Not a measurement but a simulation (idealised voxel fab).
Process module in this document: voxel gate over fins
Square cells of 5 nm make up the cross-section cut, whose width is 235 nm.
Cross-section = grid of square cells, listed top down in bands; band = one or more rows. Band: top and bottom heights (nm) first, top before bottom; then materials from left to right, widths in nm. "full width" marks a sole material filling the band edge to edge. "air" denotes empty space. All heights in this document are referenced to 0, defined as the level beneath which the wafer, as received, consists entirely of one material. The lowest band is not bounded below; it extends indefinitely downward and is written in the form "0..down". It should be noted that a width expressed as "30..40" varies in equal increments from row to row of cells within the band, taking the value of the first number at the top row and that of the second number at the bottom row. No cell of the cross-section changed in a step that is given as "nothing changed". Voids not open to the top, 8 cells minimum: see "Enclosed void inventory". Written width x height at distance; distance is from the left edge; nm. Heads up: the bit after the settings on a step's line is the simulator's remark on that step. A step's line can hold "overlay nm"; with a mask on that step, the setting says how far right of the planned place the mask lay, while a negative setting says it lay to the left.
# List of planned process steps
1: RECEIVE with material Si
2: CONFORMAL_DEP with material SiN, thk nm 10
3: DIRECTIONAL_DEP with material aC, thk nm 15
4: PATTERN with tone cover, mask id FINS, material resist, width nm 15, pitch nm 40, thk nm 35, overlay nm 0
5: DIRECTIONAL_ETCH with etch materials aC, depth nm 15
6: STRIP with etch materials resist
7: DIRECTIONAL_ETCH with etch materials SiN, depth nm 10
8: DIRECTIONAL_ETCH with etch materials Si, depth nm 40
9: STRIP with etch materials aC
10: FILL_DEP with material SiO2, thk nm 5
11: CMP with height nm 10
12: SELECTIVE_ETCH with etch materials SiO2, depth nm 25
13: STRIP with etch materials SiN
14: CONFORMAL_DEP with material HfO2, thk nm 5
15: CONFORMAL_DEP with material TiN, thk nm 5
16: CONFORMAL_DEP with material TiAl, thk nm 5
17: CONFORMAL_DEP with material TiN, thk nm 5
18: FILL_DEP with material W, thk nm 10
19: CMP with height nm 25
20: CONFORMAL_DEP with material SiN, thk nm 10
# Wafer cross-section on receipt, i.e. after step 1
> 0..down = Si full width
> Enclosed void inventory: none
# Final wafer profile in cross-section after the module, from the same start and plan as above, with one mistake made during processing
> 35..25 = SiN full width
> 25..20 = W full width
> 20..15 = W 70 nm, then SiN 95 nm, then W 70 nm
> 15..10 = W 70 nm, then SiN 5 nm, then TiAl 85 nm, then SiN 5 nm, then W 70 nm
> 10..5 = W 70 nm, then SiN 5 nm, then TiAl 5 nm, then TiN 35 nm, then TiAl 5 nm, then TiN 35 nm, then TiAl 5 nm, then SiN 5 nm, then W 70 nm
> 5..0 = SiN 75 nm, then TiAl 5 nm, then TiN 5 nm, then HfO2 25 nm, then TiN 5 nm, then TiAl 5 nm, then TiN 5 nm, then HfO2 25 nm, then TiN 5 nm, then TiAl 5 nm, then SiN 75 nm
> 0..-5 = TiAl 80 nm, then TiN 5 nm, then HfO2 5 nm, then Si 15 nm, then HfO2 5 nm, then TiN 5 nm, then TiAl 5 nm, then TiN 5 nm, then HfO2 5 nm, then Si 15 nm, then HfO2 5 nm, then TiN 5 nm, then TiAl 80 nm
> -5..-10 = TiN 85 nm, then HfO2 5 nm, then Si 15 nm, then HfO2 5 nm, then TiN 15 nm, then HfO2 5 nm, then Si 15 nm, then HfO2 5 nm, then TiN 85 nm
> -10..-15 = HfO2 90 nm, then Si 15 nm, then HfO2 25 nm, then Si 15 nm, then HfO2 90 nm
> -15..-40 = SiO2 90 nm, then Si 15 nm, then SiO2 25 nm, then Si 15 nm, then SiO2 90 nm
> -40..down = Si full width
> Enclosed void inventory: none
What was done differently from what was planned? planned and actual differ for step 17; actual: CONFORMAL_DEP with material SiN, thk nm 5
